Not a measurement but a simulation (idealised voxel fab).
Process module in this document: voxel transistor to metal
cross-section cut | 210 nm wide | cells 5 nm
Square cells in a grid make up a cross-section in this document, and the grid is given as bands, listed from the top down, each one or more rows of cells.
Band: top height; bottom height; in nm. Then, left to right: material with width in nm, for each material. "full width": a single material spanning edge to edge. "air": empty space.
Basically, 0 is our baseline, since under it the wafer straight out of the box is all one material. The bottom band has no lower end and keeps on going down, so it looks like "from 0 down".
A width such as "30 to 40" changes by the same amount from each row of cells to the next, from the band's top row to its bottom row.
Given "changes: none" for a step, no cell of the cross-section differs between before and after that step.
"Fully sealed voids" lists enclosed empty spaces (at least 8 cells, no open path upward to the top), each as width x height at distance from the left edge, in nm.
Step line, after settings: the simulator's comment on this step.
On any step carrying a mask, the "overlay nm" setting, if present on the step's line, tells how far right of its planned place the mask lay; negative values point to the left.
Set out below are the planned steps of the process
1) op RECEIVE | material Si
2) op OXIDIZE | depth nm 5
3) op CONFORMAL_DEP | material SiN | thk nm 15
4) op MASKED_ETCH | tone cover | mask id ACTIVE | width nm 115 | etch materials SiN | depth nm 15 | overlay nm 0
5) op MASKED_ETCH | tone cover | mask id ACTIVE | width nm 115 | etch materials SiO2 | depth nm 5 | overlay nm 0
6) op MASKED_ETCH | tone cover | mask id ACTIVE | width nm 115 | etch materials Si | depth nm 25 | overlay nm 0
7) op OXIDIZE | depth nm 5
8) op FILL_DEP | material SiO2 | thk nm 15
9) op CMP | height nm 15
10) op SELECTIVE_ETCH | etch materials SiO2 | depth nm 10
11) op STRIP | etch materials SiN
12) op SELECTIVE_ETCH | etch materials SiO2 | depth nm 5
13) op OXIDIZE | depth nm 5
14) op DIRECTIONAL_DEP | material polySi | thk nm 25
15) op DIRECTIONAL_DEP | material SiCN | thk nm 10
16) op DIRECTIONAL_DEP | material aC | thk nm 10
17) op PATTERN | tone cover | mask id GATE | material resist | width nm 15 | thk nm 25 | overlay nm 0
18) op DIRECTIONAL_ETCH | etch materials aC | depth nm 10
19) op STRIP | etch materials resist
20) op DIRECTIONAL_ETCH | etch materials SiCN | depth nm 20
21) op DIRECTIONAL_ETCH | etch materials polySi | depth nm 35
22) op STRIP | etch materials aC
23) op CONFORMAL_DEP | material SiN | thk nm 10
24) op DIRECTIONAL_ETCH | etch materials SiN | depth nm 10
25) op DIRECTIONAL_ETCH | etch materials SiO2 | depth nm 5
26) op DIRECTIONAL_ETCH | etch materials Si | depth nm 10
27) op EPI | material nSi | thk nm 15
28) op FILL_DEP | material SiO2 | thk nm 5
29) op CMP | height nm 30
30) op DIRECTIONAL_DEP | material SiO2 | thk nm 15
31) op DIRECTIONAL_DEP | material aC | thk nm 10
32) op PATTERN | tone open | mask id CONTACT | material resist | width nm 20 | pitch nm 75 | thk nm 30 | overlay nm 0
33) op DIRECTIONAL_ETCH | etch materials aC | depth nm 10
34) op STRIP | etch materials resist
35) op DIRECTIONAL_ETCH | etch materials SiO2 | depth nm 50
36) op STRIP | etch materials aC
37) op CONFORMAL_DEP | material TiN | thk nm 5
38) op FILL_DEP | material W | thk nm 5
39) op CMP | height nm 45
40) op CONFORMAL_DEP | material SiCN | thk nm 5
41) op DIRECTIONAL_DEP | material lowk | thk nm 25
42) op PATTERN | tone open | mask id METAL_1 | material resist | width nm 20 | pitch nm 75 | thk nm 15 | overlay nm 0
43) op DIRECTIONAL_ETCH | etch materials lowk | depth nm 25
44) op DIRECTIONAL_ETCH | etch materials SiCN | depth nm 5
45) op STRIP | etch materials resist
46) op CONFORMAL_DEP | material TiN | thk nm 5
47) op FILL_DEP | material Ru | thk nm 10
48) op CMP | height nm 75
49) op CONFORMAL_DEP | material SiN | thk nm 5
Below: the first of two wafers, run as planned
Shown in cross-section is the wafer as received, that is, as it stands after step 1
    from 0 down = Si full width
    Fully sealed voids: none
Take a look at the wafer's cross-section after step 2
    from 0 to -5 = SiO2 full width
    Under the height -5 nothing was changed.
Take a look at the wafer's cross-section after step 3
    from 15 to 0 = SiN full width
    Under the height 0 nothing was changed.
Take a look at the wafer's cross-section after step 4
    from 15 to 0 = air 45  SiN 115  air 50
    Under the height 0 nothing was changed.
Take a look at the wafer's cross-section after step 5
    from 15 to 0 = air 45  SiN 115  air 50
    from 0 to -5 = air 45  SiO2 115  air 50
    Under the height -5 nothing was changed.
Take a look at the wafer's cross-section after step 6
    from 15 to 0 = air 45  SiN 115  air 50
    from 0 to -5 = air 45  SiO2 115  air 50
    from -5 to -30 = air 45  Si 115  air 50
    Under the height -30 nothing was changed.
Take a look at the wafer's cross-section after step 7
    from 15 to 0 = air 45  SiN 115  air 50
    from 0 to -5 = air 45  SiO2 115  air 50
    from -5 to -30 = air 45  SiO2 5  Si 105  SiO2 5  air 50
    from -30 to -35 = SiO2 50  Si 105  SiO2 55
    Under the height -35 nothing was changed.
Take a look at the wafer's cross-section after step 8
    from 30 to 15 = SiO2 full width
    from 15 to 0 = SiO2 45  SiN 115  SiO2 50
    from 0 to -5 = SiO2 full width
    from -5 to -35 = SiO2 50  Si 105  SiO2 55
    Under the height -35 nothing was changed.
Take a look at the wafer's cross-section after step 9
    from 15 to 0 = SiO2 45  SiN 115  SiO2 50
    Under the height 0 nothing was changed.
Take a look at the wafer's cross-section after step 10
    from 15 to 5 = air 45  SiN 115  air 50
    Under the height 5 nothing was changed.
Take a look at the wafer's cross-section after step 11
    from 5 to 0 = SiO2 45  air 115  SiO2 50
    Under the height 0 nothing was changed.
Take a look at the wafer's cross-section after step 12
    from 0 to -5 = SiO2 40  air 125  SiO2 45
    Under the height -5 nothing was changed.
Take a look at the wafer's cross-section after step 13
    from 0 to -5 = SiO2 40  air 125  SiO2 45
    from -5 to -10 = SiO2 full width
    Under the height -10 nothing was changed.
Take a look at the wafer's cross-section after step 14
    from 25 to 20 = polySi 40  air 125  polySi 45
    from 20 to 0 = polySi full width
    from 0 to -5 = SiO2 40  polySi 125  SiO2 45
    Under the height -5 nothing was changed.
Take a look at the wafer's cross-section after step 15
    from 35 to 30 = SiCN 40  air 125  SiCN 45
    from 30 to 25 = SiCN full width
    from 25 to 20 = polySi 40  SiCN 125  polySi 45
    Under the height 20 nothing was changed.
Take a look at the wafer's cross-section after step 16
    from 45 to 40 = aC 40  air 125  aC 45
    from 40 to 35 = aC full width
    from 35 to 30 = SiCN 40  aC 125  SiCN 45
    Under the height 30 nothing was changed.
Take a look at the wafer's cross-section after step 17
    from 70 to 45 = air 95  resist 15  air 100
    from 45 to 40 = aC 40  air 55  resist 15  air 55  aC 45
    Under the height 40 nothing was changed.
Take a look at the wafer's cross-section after step 18
    from 60 to 40 = air 95  resist 15  air 100
    from 40 to 35 = air 95  aC 15  air 100
    from 35 to 30 = SiCN 40  air 55  aC 15  air 55  SiCN 45
    Under the height 30 nothing was changed.
Take a look at the wafer's cross-section after step 19
    from 40 to 35 = air 95  aC 15  air 100
    Under the height 35 nothing was changed.
Take a look at the wafer's cross-section after step 20
    from 40 to 30 = air 95  aC 15  air 100
    from 30 to 25 = air 95  SiCN 15  air 100
    from 25 to 20 = polySi 40  air 55  SiCN 15  air 55  polySi 45
    Under the height 20 nothing was changed.
Take a look at the wafer's cross-section after step 21
    from 40 to 30 = air 95  aC 15  air 100
    from 30 to 20 = air 95  SiCN 15  air 100
    from 20 to 0 = air 95  polySi 15  air 100
    from 0 to -5 = SiO2 40  air 55  polySi 15  air 55  SiO2 45
    Under the height -5 nothing was changed.
Take a look at the wafer's cross-section after step 22
    from 30 to 20 = air 95  SiCN 15  air 100
    Under the height 20 nothing was changed.
Take a look at the wafer's cross-section after step 23
    from 40 to 30 = air 85  SiN 35  air 90
    from 30 to 20 = air 85  SiN 10  SiCN 15  SiN 10  air 90
    from 20 to 10 = air 85  SiN 10  polySi 15  SiN 10  air 90
    from 10 to 5 = SiN 50  air 35  SiN 10  polySi 15  SiN 10  air 35  SiN 55
    from 5 to 0 = SiN 95  polySi 15  SiN 100
    from 0 to -5 = SiO2 40  SiN 55  polySi 15  SiN 55  SiO2 45
    Under the height -5 nothing was changed.
Take a look at the wafer's cross-section after step 24
    from 30 to 20 = air 85  SiN 10  SiCN 15  SiN 10  air 90
    from 20 to 0 = air 85  SiN 10  polySi 15  SiN 10  air 90
    from 0 to -5 = SiO2 40  SiN 10  air 35  SiN 10  polySi 15  SiN 10  air 35  SiN 10  SiO2 45
    Under the height -5 nothing was changed.
Take a look at the wafer's cross-section after step 25
    from 30 to 20 = air 85  SiN 10  SiCN 15  SiN 10  air 90
    from 20 to 0 = air 85  SiN 10  polySi 15  SiN 10  air 90
    from 0 to -5 = air 40  SiN 10  air 35  SiN 10  polySi 15  SiN 10  air 35  SiN 10  air 45
    from -5 to -10 = SiO2 50  air 35  SiO2 35  air 35  SiO2 55
    Under the height -10 nothing was changed.
Take a look at the wafer's cross-section after step 26
    from 30 to 20 = air 85  SiN 10  SiCN 15  SiN 10  air 90
    from 20 to 0 = air 85  SiN 10  polySi 15  SiN 10  air 90
    from 0 to -5 = air 40  SiN 10  air 35  SiN 10  polySi 15  SiN 10  air 35  SiN 10  air 45
    from -5 to -10 = SiO2 50  air 35  SiO2 35  air 35  SiO2 55
    from -10 to -20 = SiO2 50  air 35  Si 35  air 35  SiO2 55
    Under the height -20 nothing was changed.
Take a look at the wafer's cross-section after step 27
    from 30 to 20 = air 85  SiN 10  SiCN 15  SiN 10  air 90
    from 20 to 5 = air 85  SiN 10  polySi 15  SiN 10  air 90
    from 5 to 0 = air 70  nSi 15  SiN 10  polySi 15  SiN 10  nSi 15  air 75
    from 0 to -5 = air 40  SiN 10  air 20  nSi 15  SiN 10  polySi 15  SiN 10  nSi 15  air 20  SiN 10  air 45
    from -5 to -10 = SiO2 50  nSi 35  SiO2 35  nSi 35  SiO2 55
    from -10 to -20 = SiO2 50  nSi 35  Si 35  nSi 35  SiO2 55
    Under the height -20 nothing was changed.
Take a look at the wafer's cross-section after step 28
    from 35 to 30 = SiO2 full width
    from 30 to 20 = SiO2 85  SiN 10  SiCN 15  SiN 10  SiO2 90
    from 20 to 5 = SiO2 85  SiN 10  polySi 15  SiN 10  SiO2 90
    from 5 to 0 = SiO2 70  nSi 15  SiN 10  polySi 15  SiN 10  nSi 15  SiO2 75
    from 0 to -5 = SiO2 40  SiN 10  SiO2 20  nSi 15  SiN 10  polySi 15  SiN 10  nSi 15  SiO2 20  SiN 10  SiO2 45
    Under the height -5 nothing was changed.
Take a look at the wafer's cross-section after step 29
    from 30 to 20 = SiO2 85  SiN 10  SiCN 15  SiN 10  SiO2 90
    Under the height 20 nothing was changed.
Take a look at the wafer's cross-section after step 30
    from 45 to 30 = SiO2 full width
    Under the height 30 nothing was changed.
Take a look at the wafer's cross-section after step 31
    from 55 to 45 = aC full width
    Under the height 45 nothing was changed.
Take a look at the wafer's cross-section after step 32
    from 85 to 55 = resist 55  air 20  resist 55  air 20  resist 60
    Under the height 55 nothing was changed.
Take a look at the wafer's cross-section after step 33
    from 75 to 55 = resist 55  air 20  resist 55  air 20  resist 60
    from 55 to 45 = aC 55  air 20  aC 55  air 20  aC 60
    Under the height 45 nothing was changed.
Take a look at the wafer's cross-section after step 34
    from 55 to 45 = aC 55  air 20  aC 55  air 20  aC 60
    Under the height 45 nothing was changed.
Take a look at the wafer's cross-section after step 35
    from 55 to 45 = aC 55  air 20  aC 55  air 20  aC 60
    from 45 to 30 = SiO2 55  air 20  SiO2 55  air 20  SiO2 60
    from 30 to 20 = SiO2 55  air 20  SiO2 10  SiN 10  SiCN 15  SiN 10  SiO2 10  air 20  SiO2 60
    from 20 to 5 = SiO2 55  air 20  SiO2 10  SiN 10  polySi 15  SiN 10  SiO2 10  air 20  SiO2 60
    from 5 to 0 = SiO2 55  air 15  nSi 15  SiN 10  polySi 15  SiN 10  nSi 15  air 15  SiO2 60
    from 0 to -5 = SiO2 40  SiN 10  SiO2 5  air 15  nSi 15  SiN 10  polySi 15  SiN 10  nSi 15  air 15  SiO2 5  SiN 10  SiO2 45
    Under the height -5 nothing was changed.
Take a look at the wafer's cross-section after step 36
    from 45 to 30 = SiO2 55  air 20  SiO2 55  air 20  SiO2 60
    Under the height 30 nothing was changed.
Take a look at the wafer's cross-section after step 37
    from 50 to 45 = TiN 60  air 10  TiN 65  air 10  TiN 65
    from 45 to 30 = SiO2 55  TiN 5  air 10  TiN 5  SiO2 55  TiN 5  air 10  TiN 5  SiO2 60
    from 30 to 20 = SiO2 55  TiN 5  air 10  TiN 5  SiO2 10  SiN 10  SiCN 15  SiN 10  SiO2 10  TiN 5  air 10  TiN 5  SiO2 60
    from 20 to 10 = SiO2 55  TiN 5  air 10  TiN 5  SiO2 10  SiN 10  polySi 15  SiN 10  SiO2 10  TiN 5  air 10  TiN 5  SiO2 60
    from 10 to 5 = SiO2 55  TiN 5  air 5  TiN 10  SiO2 10  SiN 10  polySi 15  SiN 10  SiO2 10  TiN 10  air 5  TiN 5  SiO2 60
    from 5 to 0 = SiO2 55  TiN 5  air 5  TiN 5  nSi 15  SiN 10  polySi 15  SiN 10  nSi 15  TiN 5  air 5  TiN 5  SiO2 60
    from 0 to -5 = SiO2 40  SiN 10  SiO2 5  TiN 15  nSi 15  SiN 10  polySi 15  SiN 10  nSi 15  TiN 15  SiO2 5  SiN 10  SiO2 45
    Under the height -5 nothing was changed.
Take a look at the wafer's cross-section after step 38
    from 55 to 50 = W full width
    from 50 to 45 = TiN 60  W 10  TiN 65  W 10  TiN 65
    from 45 to 30 = SiO2 55  TiN 5  W 10  TiN 5  SiO2 55  TiN 5  W 10  TiN 5  SiO2 60
    from 30 to 20 = SiO2 55  TiN 5  W 10  TiN 5  SiO2 10  SiN 10  SiCN 15  SiN 10  SiO2 10  TiN 5  W 10  TiN 5  SiO2 60
    from 20 to 10 = SiO2 55  TiN 5  W 10  TiN 5  SiO2 10  SiN 10  polySi 15  SiN 10  SiO2 10  TiN 5  W 10  TiN 5  SiO2 60
    from 10 to 5 = SiO2 55  TiN 5  W 5  TiN 10  SiO2 10  SiN 10  polySi 15  SiN 10  SiO2 10  TiN 10  W 5  TiN 5  SiO2 60
    from 5 to 0 = SiO2 55  TiN 5  W 5  TiN 5  nSi 15  SiN 10  polySi 15  SiN 10  nSi 15  TiN 5  W 5  TiN 5  SiO2 60
    Under the height 0 nothing was changed.
Take a look at the wafer's cross-section after step 39
    from 45 to 30 = SiO2 55  TiN 5  W 10  TiN 5  SiO2 55  TiN 5  W 10  TiN 5  SiO2 60
    Under the height 30 nothing was changed.
Take a look at the wafer's cross-section after step 40
    from 50 to 45 = SiCN full width
    Under the height 45 nothing was changed.
Take a look at the wafer's cross-section after step 41
    from 75 to 50 = lowk full width
    Under the height 50 nothing was changed.
Take a look at the wafer's cross-section after step 42
    from 90 to 75 = resist 55  air 20  resist 55  air 20  resist 60
    Under the height 75 nothing was changed.
Take a look at the wafer's cross-section after step 43
    from 90 to 75 = resist 55  air 20  resist 55  air 20  resist 60
    from 75 to 50 = lowk 55  air 20  lowk 55  air 20  lowk 60
    Under the height 50 nothing was changed.
Take a look at the wafer's cross-section after step 44
    from 90 to 75 = resist 55  air 20  resist 55  air 20  resist 60
    from 75 to 50 = lowk 55  air 20  lowk 55  air 20  lowk 60
    from 50 to 45 = SiCN 55  air 20  SiCN 55  air 20  SiCN 60
    Under the height 45 nothing was changed.
Take a look at the wafer's cross-section after step 45
    from 75 to 50 = lowk 55  air 20  lowk 55  air 20  lowk 60
    Under the height 50 nothing was changed.
Take a look at the wafer's cross-section after step 46
    from 80 to 75 = TiN 60  air 10  TiN 65  air 10  TiN 65
    from 75 to 50 = lowk 55  TiN 5  air 10  TiN 5  lowk 55  TiN 5  air 10  TiN 5  lowk 60
    from 50 to 45 = SiCN 55  TiN 20  SiCN 55  TiN 20  SiCN 60
    Under the height 45 nothing was changed.
Take a look at the wafer's cross-section after step 47
    from 90 to 80 = Ru full width
    from 80 to 75 = TiN 60  Ru 10  TiN 65  Ru 10  TiN 65
    from 75 to 50 = lowk 55  TiN 5  Ru 10  TiN 5  lowk 55  TiN 5  Ru 10  TiN 5  lowk 60
    Under the height 50 nothing was changed.
Take a look at the wafer's cross-section after step 48
    from 75 to 50 = lowk 55  TiN 5  Ru 10  TiN 5  lowk 55  TiN 5  Ru 10  TiN 5  lowk 60
    Under the height 50 nothing was changed.
Take a look at the wafer's cross-section after step 49
    from 80 to 75 = SiN full width
    Under the height 75 nothing was changed.
The second wafer began exactly as the first did and followed the same plan, but one mistake was made while running it; through step 26 inclusive, the two wafers are identical
Cross-sectional view of the second wafer at the intended end time of process step 27
    from 30 to 20 = air 85  SiN 10  SiCN 15  SiN 10  air 90
    from 20 to 10 = air 55  nSi 30  SiN 10  polySi 15  SiN 10  nSi 30  air 60
    from 10 to 0 = air 40  nSi 45  SiN 10  polySi 15  SiN 10  nSi 45  air 45
    from 0 to -5 = air 40  SiN 10  nSi 35  SiN 10  polySi 15  SiN 10  nSi 35  SiN 10  air 45
    from -5 to -10 = SiO2 50  nSi 35  SiO2 35  nSi 35  SiO2 55
    from -10 to -20 = SiO2 50  nSi 35  Si 35  nSi 35  SiO2 55
    Under the height -20 nothing was changed.
Cross-sectional view of the second wafer at the intended end time of process step 28
    from 35 to 30 = SiO2 full width
    from 30 to 20 = SiO2 85  SiN 10  SiCN 15  SiN 10  SiO2 90
    from 20 to 10 = SiO2 55  nSi 30  SiN 10  polySi 15  SiN 10  nSi 30  SiO2 60
    from 10 to 0 = SiO2 40  nSi 45  SiN 10  polySi 15  SiN 10  nSi 45  SiO2 45
    from 0 to -5 = SiO2 40  SiN 10  nSi 35  SiN 10  polySi 15  SiN 10  nSi 35  SiN 10  SiO2 45
    Under the height -5 nothing was changed.
Cross-sectional view of the second wafer at the intended end time of process step 29
    from 30 to 20 = SiO2 85  SiN 10  SiCN 15  SiN 10  SiO2 90
    Under the height 20 nothing was changed.
Cross-sectional view of the second wafer at the intended end time of process step 30
    from 45 to 30 = SiO2 full width
    Under the height 30 nothing was changed.
Cross-sectional view of the second wafer at the intended end time of process step 31
    from 55 to 45 = aC full width
    Under the height 45 nothing was changed.
Cross-sectional view of the second wafer at the intended end time of process step 32
    from 85 to 55 = resist 55  air 20  resist 55  air 20  resist 60
    Under the height 55 nothing was changed.
Cross-sectional view of the second wafer at the intended end time of process step 33
    from 75 to 55 = resist 55  air 20  resist 55  air 20  resist 60
    from 55 to 45 = aC 55  air 20  aC 55  air 20  aC 60
    Under the height 45 nothing was changed.
Cross-sectional view of the second wafer at the intended end time of process step 34
    from 55 to 45 = aC 55  air 20  aC 55  air 20  aC 60
    Under the height 45 nothing was changed.
Cross-sectional view of the second wafer at the intended end time of process step 35
    from 55 to 45 = aC 55  air 20  aC 55  air 20  aC 60
    from 45 to 30 = SiO2 55  air 20  SiO2 55  air 20  SiO2 60
    from 30 to 20 = SiO2 55  air 20  SiO2 10  SiN 10  SiCN 15  SiN 10  SiO2 10  air 20  SiO2 60
    Under the height 20 nothing was changed.
Cross-sectional view of the second wafer at the intended end time of process step 36
    from 45 to 30 = SiO2 55  air 20  SiO2 55  air 20  SiO2 60
    Under the height 30 nothing was changed.
Cross-sectional view of the second wafer at the intended end time of process step 37
    from 50 to 45 = TiN 60  air 10  TiN 65  air 10  TiN 65
    from 45 to 30 = SiO2 55  TiN 5  air 10  TiN 5  SiO2 55  TiN 5  air 10  TiN 5  SiO2 60
    from 30 to 25 = SiO2 55  TiN 5  air 10  TiN 5  SiO2 10  SiN 10  SiCN 15  SiN 10  SiO2 10  TiN 5  air 10  TiN 5  SiO2 60
    from 25 to 20 = SiO2 55  TiN 20  SiO2 10  SiN 10  SiCN 15  SiN 10  SiO2 10  TiN 20  SiO2 60
    Under the height 20 nothing was changed.
Cross-sectional view of the second wafer at the intended end time of process step 38
    from 55 to 50 = W full width
    from 50 to 45 = TiN 60  W 10  TiN 65  W 10  TiN 65
    from 45 to 30 = SiO2 55  TiN 5  W 10  TiN 5  SiO2 55  TiN 5  W 10  TiN 5  SiO2 60
    from 30 to 25 = SiO2 55  TiN 5  W 10  TiN 5  SiO2 10  SiN 10  SiCN 15  SiN 10  SiO2 10  TiN 5  W 10  TiN 5  SiO2 60
    Under the height 25 nothing was changed.
Cross-sectional view of the second wafer at the intended end time of process step 39
    from 45 to 30 = SiO2 55  TiN 5  W 10  TiN 5  SiO2 55  TiN 5  W 10  TiN 5  SiO2 60
    Under the height 30 nothing was changed.
Cross-sectional view of the second wafer at the intended end time of process step 40
    from 50 to 45 = SiCN full width
    Under the height 45 nothing was changed.
Cross-sectional view of the second wafer at the intended end time of process step 41
    from 75 to 50 = lowk full width
    Under the height 50 nothing was changed.
Cross-sectional view of the second wafer at the intended end time of process step 42
    from 90 to 75 = resist 55  air 20  resist 55  air 20  resist 60
    Under the height 75 nothing was changed.
Cross-sectional view of the second wafer at the intended end time of process step 43
    from 90 to 75 = resist 55  air 20  resist 55  air 20  resist 60
    from 75 to 50 = lowk 55  air 20  lowk 55  air 20  lowk 60
    Under the height 50 nothing was changed.
Cross-sectional view of the second wafer at the intended end time of process step 44
    from 90 to 75 = resist 55  air 20  resist 55  air 20  resist 60
    from 75 to 50 = lowk 55  air 20  lowk 55  air 20  lowk 60
    from 50 to 45 = SiCN 55  air 20  SiCN 55  air 20  SiCN 60
    Under the height 45 nothing was changed.
Cross-sectional view of the second wafer at the intended end time of process step 45
    from 75 to 50 = lowk 55  air 20  lowk 55  air 20  lowk 60
    Under the height 50 nothing was changed.
Cross-sectional view of the second wafer at the intended end time of process step 46
    from 80 to 75 = TiN 60  air 10  TiN 65  air 10  TiN 65
    from 75 to 50 = lowk 55  TiN 5  air 10  TiN 5  lowk 55  TiN 5  air 10  TiN 5  lowk 60
    from 50 to 45 = SiCN 55  TiN 20  SiCN 55  TiN 20  SiCN 60
    Under the height 45 nothing was changed.
Cross-sectional view of the second wafer at the intended end time of process step 47
    from 90 to 80 = Ru full width
    from 80 to 75 = TiN 60  Ru 10  TiN 65  Ru 10  TiN 65
    from 75 to 50 = lowk 55  TiN 5  Ru 10  TiN 5  lowk 55  TiN 5  Ru 10  TiN 5  lowk 60
    Under the height 50 nothing was changed.
Cross-sectional view of the second wafer at the intended end time of process step 48
    from 75 to 50 = lowk 55  TiN 5  Ru 10  TiN 5  lowk 55  TiN 5  Ru 10  TiN 5  lowk 60
    Under the height 50 nothing was changed.
Cross-sectional view of the second wafer at the intended end time of process step 49
    from 80 to 75 = SiN full width
    Under the height 75 nothing was changed.
Diagnosis: it should be noted that step 27 of the plan was executed twice
Looking at both finished wafers in cells, the second ends up ahead of or behind the first on some materials: SiO2: 26 fewer; TiN: 20 fewer; W: 16 fewer; nSi: 62 more
